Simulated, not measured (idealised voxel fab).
Herein follows the process module entitled voxel self aligned contacts.
Shown is cross-section cut, with a width of 250 nm and square cells of size 5 nm.
Cross-sections here: square-cell grids, written as top-down lists of bands, a band being one or more rows of cells.
For a band, the entry starts with two heights in nm, that of the top and then that of the bottom, and carries on with the band's materials in order from left to right, each alongside its width in nm; the word "throughout" beside a single material means it fills the band edge to edge, and "blank" means empty space.
Where do heights start? At 0: under that level the wafer as delivered is made of one material only. And the lowest band has no floor; it just carries on downward, as in "from 0 down".
A two-number width, for instance "30 to 40", indicates that the width is equal to the first number in the top row of the band and to the second number in the bottom row, and that it changes by a constant amount per row of cells.
Step note "remains unaltered" = no cross-section cell changed.
Entry "Closed void list". Content: empty spaces with no open connection to the top, size 8 cells or greater. Each: width x height at distance. Distance: from left edge. Unit: nm.
Text after the settings on a step's line: the simulator's own remark on that step.
You can add "overlay nm" to a step's line. For a step with a mask, it describes how far the mask lay to the right of its planned position, and a negative number describes a lay to the left.
### The planned process steps are enumerated hereunder
1,RECEIVE (material Si)
2,OXIDIZE (depth nm 5)
3,DIRECTIONAL_DEP (material polySi; thk nm 25)
4,DIRECTIONAL_DEP (material SiN; thk nm 20)
5,DIRECTIONAL_DEP (material aC; thk nm 15)
6,PATTERN (tone cover; mask id GATE; material resist; width nm 30; pitch nm 75; thk nm 30; overlay nm 0)
7,DIRECTIONAL_ETCH (etch materials aC; depth nm 15)
8,STRIP (etch materials resist)
9,DIRECTIONAL_ETCH (etch materials SiN; depth nm 20)
10,DIRECTIONAL_ETCH (etch materials polySi; depth nm 25)
11,STRIP (etch materials aC)
12,CONFORMAL_DEP (material SiN; thk nm 10)
13,DIRECTIONAL_ETCH (etch materials SiN; depth nm 10)
14,FILL_DEP (material SiO2; thk nm 15)
15,CMP (height nm 55)
16,DIRECTIONAL_DEP (material aC; thk nm 15)
17,PATTERN (tone open; mask id CONTACT; material resist; width nm 55; thk nm 30; overlay nm 0)
18,DIRECTIONAL_ETCH (etch materials aC; depth nm 15)
19,STRIP (etch materials resist)
20,DIRECTIONAL_ETCH (etch materials SiO2; depth nm 60)
21,STRIP (etch materials aC)
22,CONFORMAL_DEP (material TiN; thk nm 5)
23,FILL_DEP (material W; thk nm 5)
24,CMP (height nm 55)
25,CONFORMAL_DEP (material SiCN; thk nm 5)
### As-received state of the wafer in cross-section, equivalent to post-step 1
    from 0 down  Si throughout
    Closed void list: none
### Cross-sectional view of the first of the two wafers upon completion of the module, processed in accordance with the plan
    from 60 to 55  SiCN throughout
    from 55 to 45  SiO2=95  TiN=5 to 20  W=45 to 15  TiN=5 to 20  SiO2=100
    from 45 to 25  SiO2=60  SiN=50  TiN=5  W=15  TiN=5  SiN=50  SiO2=65
    from 25 to 0  SiO2=60  SiN=10  polySi=30  SiN=10  TiN=5  W=15  TiN=5  SiN=10  polySi=30  SiN=10  SiO2=65
    from 0 to -5  SiO2=110  TiN=25  SiO2=115
    from -5 down  Si throughout
    Closed void list: none
### Wafer two (of two), end-of-module cross-section: start = wafer one, plan = wafer one, one run mistake
    from 60 to 55  SiCN throughout
    from 55 to 45  SiO2=95  TiN=5 to 20  W=45 to 15  TiN=5 to 20  SiO2=100
    from 45 to 25  SiO2=60  SiN=50  TiN=5  W=15  TiN=5  SiN=50  SiO2=65
    from 25 to 15  SiO2=60  SiN=10  polySi=30  SiN=10  TiN=5  W=15  TiN=5  SiN=10  polySi=30  SiN=10  SiO2=65
    from 15 to 10  SiO2=60  SiN=10  polySi=30  SiN=10  TiN=25  SiN=10  polySi=30  SiN=10  SiO2=65
    from 10 to 0  polySi throughout
    from 0 to -5  SiO2 throughout
    from -5 down  Si throughout
    Closed void list: none
Where did the run depart from the plan? step 10 was not run as planned; what actually ran was DIRECTIONAL_ETCH (etch materials polySi; depth nm 15)
Materials where the second wafer ends with more or fewer cells than the first: SiN: 16 fewer | SiO2: 45 fewer | TiN: 6 fewer | W: 9 fewer | polySi: 76 more
